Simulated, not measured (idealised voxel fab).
process module | voxel wiring stack
cross-section cut | 175 nm wide | cells 5 nm
A cross-section is a grid of square cells, given in bands from the top down. A band is one or more rows of cells.
Each band's line starts with the height of the band's top and of its bottom, in nm. Then come its materials from left to right, each with its width in nm. One material with "throughout" fills the band from edge to edge. "air" is empty space.
Height 0 is the level under which the wafer as received is all one material. The lowest band goes on downwards, as in "0 down".
A width such as "30 to 40" changes by the same amount from each row of cells to the next, from the band's top row to its bottom row.
"no change" after a step means that no cell of the cross-section changed.
closed voids: empty space of 8 cells or more with no open way to the top, each as width x height at its distance from the left edge, in nm
after a step's settings: what the simulator itself notes on the step
overlay nm, on a step with a mask: how far to the right of its planned place the mask lay; to the left if negative
plan
1 op RECEIVE | material Si
2 op CONFORMAL_DEP | material SiO2 | thk nm 10
3 op CONFORMAL_DEP | material SiCN | thk nm 5
4 op DIRECTIONAL_DEP | material SiO2 | thk nm 25
5 op DIRECTIONAL_DEP | material aC | thk nm 15
6 op PATTERN | tone open | mask id METAL_1 | material resist | width nm 25 | pitch nm 40 | thk nm 30 | overlay nm 0
7 op DIRECTIONAL_ETCH | etch materials aC | depth nm 15
8 op STRIP | etch materials resist
9 op DIRECTIONAL_ETCH | etch materials SiO2 | depth nm 25
10 op DIRECTIONAL_ETCH | etch materials SiCN | depth nm 5
11 op STRIP | etch materials aC
12 op CONFORMAL_DEP | material TiN | thk nm 5
13 op FILL_DEP | material Ru | thk nm 5
14 op CMP | height nm 40
15 op EPI | material Ru | thk nm 5
16 op FILL_DEP | material SiCN | thk nm 5
17 op DIRECTIONAL_DEP | material SiO2 | thk nm 25
18 op MASKED_ETCH | tone open | mask id METAL_2 | width nm 25 | pitch nm 40 | etch materials SiO2 | depth nm 15 | overlay nm 0
19 op PATTERN | tone open | mask id METAL_2_HOLES | material resist | width nm 15 | pitch nm 40 | thk nm 15 | overlay nm 0
20 op DIRECTIONAL_ETCH | etch materials SiO2 | depth nm 10
21 op DIRECTIONAL_ETCH | etch materials SiCN | depth nm 5
22 op STRIP | etch materials resist
23 op CONFORMAL_DEP | material TiN | thk nm 5
24 op FILL_DEP | material Cu | thk nm 5
25 op CMP | height nm 75
26 op CONFORMAL_DEP | material SiCN | thk nm 5
as received, after step 1
  0 down: Si throughout
  closed voids: none
a wafer at the end: this start, this plan, one mistake
  80 to 75: SiCN throughout
  75 to 65: SiO2 35 | TiN 5 | Cu 15 | TiN 5 | SiO2 15 | TiN 5 | Cu 15 | TiN 5 | SiO2 15 | TiN 5 | Cu 15 | TiN 5 | SiO2 35
  65 to 60: SiO2 35 | TiN 5 | Cu 5 | TiN 15 | SiO2 15 | TiN 5 | Cu 5 | TiN 15 | SiO2 15 | TiN 5 | Cu 5 | TiN 15 | SiO2 35
  60 to 50: SiO2 35 | TiN 5 | Cu 5 | TiN 5 | SiO2 25 | TiN 5 | Cu 5 | TiN 5 | SiO2 25 | TiN 5 | Cu 5 | TiN 5 | SiO2 45
  50 to 45: SiCN 35 | TiN 15 | SiCN 25 | TiN 15 | SiCN 25 | TiN 15 | SiCN 45
  45 to 40: Ru throughout
  40 to 35: TiN 40 | Ru 15 | TiN 25 | Ru 15 | TiN 25 | Ru 15 | TiN 40
  35 to 10: SiO2 35 | TiN 5 | Ru 15 | TiN 5 | SiO2 15 | TiN 5 | Ru 15 | TiN 5 | SiO2 15 | TiN 5 | Ru 15 | TiN 5 | SiO2 35
  10 to 5: SiCN 35 | TiN 25 | SiCN 15 | TiN 25 | SiCN 15 | TiN 25 | SiCN 35
  5 to 0: SiO2 throughout
  0 down: Si throughout
  closed voids: none
what went wrong: step 2 ran as: op CONFORMAL_DEP | material SiO2 | thk nm 5
